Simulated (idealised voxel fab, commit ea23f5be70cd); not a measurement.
process module | voxel air gaps
cross-section cut | 165 nm wide | cells 5 nm
A cross-section is a grid of square cells, given in bands from the top down. A band is one or more rows of cells.
Each band's line starts with the height of the band's top and of its bottom, in nm. Then come its materials from left to right, each with its width in nm. One material with "throughout" fills the band from edge to edge. "air" is empty space.
Height 0 is the level under which the wafer as received is all one material. The lowest band goes on downwards, as in "0 down".
A width such as "30 to 40" changes by the same amount from each row of cells to the next, from the band's top row to its bottom row.
"no change" after a step means that no cell of the cross-section changed.
closed voids: empty space of 8 cells or more with no open way to the top, each as width x height at its distance from the left edge, in nm
after a step's settings: what the simulator itself notes on the step
overlay nm, on a step with a mask: how far to the right of its planned place the mask lay; to the left if negative
plan
1 op RECEIVE | material Si
2 op CONFORMAL_DEP | material SiO2 | thk nm 10
3 op CONFORMAL_DEP | material SiN | thk nm 5
4 op DIRECTIONAL_DEP | material lowk | thk nm 35
5 op PATTERN | tone open | mask id LINES | material resist | width nm 15 | pitch nm 45 | thk nm 20 | overlay nm 0
6 op DIRECTIONAL_ETCH | etch materials lowk | depth nm 35
7 op STRIP | etch materials resist
8 op CONFORMAL_DEP | material TiN | thk nm 5
9 op FILL_DEP | material Ru | thk nm 5
10 op CMP | height nm 50
11 op EPI | material Ru | thk nm 10
12 op SELECTIVE_ETCH | etch materials lowk | depth nm 45
13 op CONFORMAL_DEP | material SiCN | thk nm 5
as received, after step 1
  0 down: Si throughout
  closed voids: none
first wafer at the end, as planned
  65 to 60: air 15 | SiCN 135 | air 15
  60 to 50: air 15 | SiCN 5 | Ru 35 | SiCN 10 | Ru 35 | SiCN 10 | Ru 35 | SiCN 5 | air 15
  50 to 45: air 15 | SiCN 15 | TiN 5 | Ru 5 | TiN 5 | SiCN 30 | TiN 5 | Ru 5 | TiN 5 | SiCN 30 | TiN 5 | Ru 5 | TiN 5 | SiCN 15 | air 15
  45 to 20: air 25 | SiCN 5 | TiN 5 | Ru 5 | TiN 5 | SiCN 5 | air 20 | SiCN 5 | TiN 5 | Ru 5 | TiN 5 | SiCN 5 | air 20 | SiCN 5 | TiN 5 | Ru 5 | TiN 5 | SiCN 5 | air 25
  20 to 15: SiCN 30 | TiN 15 | SiCN 30 | TiN 15 | SiCN 30 | TiN 15 | SiCN 30
  15 to 10: SiN throughout
  10 to 0: SiO2 throughout
  0 down: Si throughout
  closed voids: 20 x 25 at 50; 20 x 25 at 95
second wafer at the end: like start, like plan, one mistake
  65 to 60: air 15 | SiCN 140 | air 10
  60 to 50: air 15 | SiCN 5 | Ru 40 | SiCN 5 | Ru 40 | SiCN 5 | Ru 40 | SiCN 5 | air 10
  50 to 45: air 15 | SiCN 15 | TiN 5 | Ru 10 | TiN 5 | SiCN 25 | TiN 5 | Ru 10 | TiN 5 | SiCN 25 | TiN 5 | Ru 10 | TiN 5 | SiCN 15 | air 10
  45 to 20: air 25 | SiCN 5 | TiN 5 | Ru 10 | TiN 5 | SiCN 5 | air 15 | SiCN 5 | TiN 5 | Ru 10 | TiN 5 | SiCN 5 | air 15 | SiCN 5 | TiN 5 | Ru 10 | TiN 5 | SiCN 5 | air 20
  20 to 15: SiCN 30 | TiN 20 | SiCN 25 | TiN 20 | SiCN 25 | TiN 20 | SiCN 25
  15 to 10: SiN throughout
  10 to 0: SiO2 throughout
  0 down: Si throughout
  closed voids: 15 x 25 at 55; 15 x 25 at 100
what went wrong: step 5 ran as: op PATTERN | tone open | mask id LINES | material resist | width nm 20 | pitch nm 45 | thk nm 20 | overlay nm 0
at the end the second wafer has, in cells: 24 more of Ru | 8 fewer of SiCN | 3 more of TiN
